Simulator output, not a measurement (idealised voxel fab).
Name of the process module below: voxel capacitor over wiring
Cross-section cut spans 300 nm and uses square cells 5 nm in size.
Each cross-section below is a grid of square cells, stated as bands in top-down order, with one or more rows of cells making up each band.
Top height, bottom height, nm. Materials left to right, width each, nm. Single material + "throughout" = fills band edge to edge. "air" = empty.
Basically, 0 is our baseline, since under it the wafer straight out of the box is all one material. The bottom band has no lower end and keeps on going down, so it looks like "0 -> down".
Width: "30..40" (first number = top row, second number = bottom row, same change from row to row of cells).
A step reported as "remained unchanged" is a step in which no cell of the cross-section changed.
Listed in "Unvented internal voids": every empty space of 8 or more cells without an open way to the top. Form: width x height at distance, the distance being from the left edge, all in nm.
Past the settings on a step's line: simulator remark, on that step.
"overlay nm" denotes, for a step that has a mask, the displacement of the mask to the right of its planned place, with negative values corresponding to the left.
PLAN
1,RECEIVE | material Si
2,CONFORMAL_DEP | material SiO2 | thk nm 15
3,DIRECTIONAL_DEP | material TiN | thk nm 5
4,DIRECTIONAL_DEP | material W | thk nm 20
5,PATTERN | tone cover | mask id METAL_1 | material resist | width nm 25 | pitch nm 75 | thk nm 20 | overlay nm 0
6,DIRECTIONAL_ETCH | etch materials W | depth nm 20
7,DIRECTIONAL_ETCH | etch materials TiN | depth nm 5
8,STRIP | etch materials resist
9,CONFORMAL_DEP | material SiN | thk nm 5
10,FILL_DEP | material lowk | thk nm 10
11,CMP | height nm 40
12,CONFORMAL_DEP | material SiCN | thk nm 5
13,DIRECTIONAL_DEP | material SiO2 | thk nm 20
14,MASKED_ETCH | tone open | mask id PLUG_1 | width nm 15 | etch materials SiO2 | depth nm 20 | overlay nm 0
15,MASKED_ETCH | tone open | mask id PLUG_1 | width nm 15 | etch materials SiCN | depth nm 5 | overlay nm 0
16,EPI | material Ru | thk nm 10
17,EPI | material Ru | thk nm 10
18,EPI | material Ru | thk nm 5
19,DIRECTIONAL_DEP | material TiN | thk nm 10
20,DIRECTIONAL_DEP | material HfO2 | thk nm 5
21,DIRECTIONAL_DEP | material TiN | thk nm 10
22,MASKED_ETCH | tone cover | mask id UPPER_PLATE | width nm 45 | etch materials TiN | depth nm 10 | overlay nm 0
23,MASKED_ETCH | tone cover | mask id UPPER_PLATE | width nm 55 | etch materials HfO2 | depth nm 5 | overlay nm 0
24,DIRECTIONAL_DEP | material aC | thk nm 15
25,PATTERN | tone cover | mask id LOWER_PLATE | material resist | width nm 65 | thk nm 35 | overlay nm 0
26,DIRECTIONAL_ETCH | etch materials aC | depth nm 15
27,STRIP | etch materials resist
28,DIRECTIONAL_ETCH | etch materials TiN | depth nm 10
29,STRIP | etch materials aC
30,FILL_DEP | material SiO2 | thk nm 20
31,CMP | height nm 105
32,DIRECTIONAL_DEP | material aC | thk nm 10
33,PATTERN | tone open | mask id PLUG_2 | material resist | width nm 15 | thk nm 25 | overlay nm 0
34,DIRECTIONAL_ETCH | etch materials aC | depth nm 10
35,STRIP | etch materials resist
36,DIRECTIONAL_ETCH | etch materials SiO2 | depth nm 15
37,STRIP | etch materials aC
38,CONFORMAL_DEP | material TiN | thk nm 5
39,FILL_DEP | material W | thk nm 5
40,CMP | height nm 105
41,CONFORMAL_DEP | material SiCN | thk nm 5
Across this set of wafers, the varied parameter is the width nm of step 22. Starting conditions are identical for every wafer, and the plan reports the value assigned to the first wafer.
INCOMING STATE OF THE FIRST OF SEVERAL WAFERS IN CROSS-SECTION: AFTER STEP 1
* 0 -> down: Si throughout
* Unvented internal voids: none
FIRST WAFER OF SEVERAL, CROSS-SECTION, MODULE END, AFTER STEP 41 (LAST)
* 110 -> 105: SiCN throughout
* 105 -> 95: SiO2 120 | TiN 5 | W 5 | TiN 5 | SiO2 165
* 95 -> 90: SiO2 120 | TiN 15 | SiO2 165
* 90 -> 80: SiO2 115 | TiN 45 | SiO2 140
* 80 -> 75: SiO2 110 | HfO2 55 | SiO2 135
* 75 -> 65: SiO2 105 | TiN 65 | SiO2 130
* 65 -> 45: SiO2 110 | Ru 15 | SiO2 175
* 45 -> 40: SiCN 110 | Ru 15 | SiCN 175
* 40 -> 20: lowk 95 | SiN 5 | W 25 | SiN 5 | lowk 40 | SiN 5 | W 25 | SiN 5 | lowk 95
* 20 -> 15: SiN 100 | TiN 25 | SiN 50 | TiN 25 | SiN 100
* 15 -> 0: SiO2 throughout
* 0 -> down: Si throughout
* Unvented internal voids: none
CROSS-SECTION AT MODULE COMPLETION, LAST WAFER
* 110 -> 105: SiCN throughout
* 105 -> 95: SiO2 120 | TiN 5 | W 5 | TiN 5 | SiO2 165
* 95 -> 90: SiO2 120 | TiN 15 | SiO2 165
* 90 -> 80: SiO2 105 | TiN 65 | SiO2 130
* 80 -> 75: SiO2 105 | HfO2 70 | SiO2 125
* 75 -> 65: SiO2 105 | TiN 70 | SiO2 125
* 65 -> 45: SiO2 110 | Ru 15 | SiO2 175
* 45 -> 40: SiCN 110 | Ru 15 | SiCN 175
* 40 -> 20: lowk 95 | SiN 5 | W 25 | SiN 5 | lowk 40 | SiN 5 | W 25 | SiN 5 | lowk 95
* 20 -> 15: SiN 100 | TiN 25 | SiN 50 | TiN 25 | SiN 100
* 15 -> 0: SiO2 throughout
* 0 -> down: Si throughout
* Unvented internal voids: none
ROW PER WAFER, END-OF-MODULE: CELL GAIN (+)/LOSS (-) BY MATERIAL SINCE THE WAFER CAME IN, THEN CLOSED VOIDS
width nm 45; +11 HfO2; +15 Ru; +117 SiCN; +66 SiN; +824 SiO2; +61 TiN; +42 W; +184 lowk; Unvented internal voids: none
width nm 50; +11 HfO2; +15 Ru; +117 SiCN; +66 SiN; +822 SiO2; +63 TiN; +42 W; +184 lowk; Unvented internal voids: none
width nm 55; +11 HfO2; +15 Ru; +117 SiCN; +66 SiN; +820 SiO2; +65 TiN; +42 W; +184 lowk; Unvented internal voids: none
width nm 60; +12 HfO2; +15 Ru; +117 SiCN; +66 SiN; +817 SiO2; +67 TiN; +42 W; +184 lowk; Unvented internal voids: none
width nm 65; +13 HfO2; +15 Ru; +117 SiCN; +66 SiN; +814 SiO2; +69 TiN; +42 W; +184 lowk; Unvented internal voids: none
width nm 70; +14 HfO2; +15 Ru; +117 SiCN; +66 SiN; +811 SiO2; +71 TiN; +42 W; +184 lowk; Unvented internal voids: none
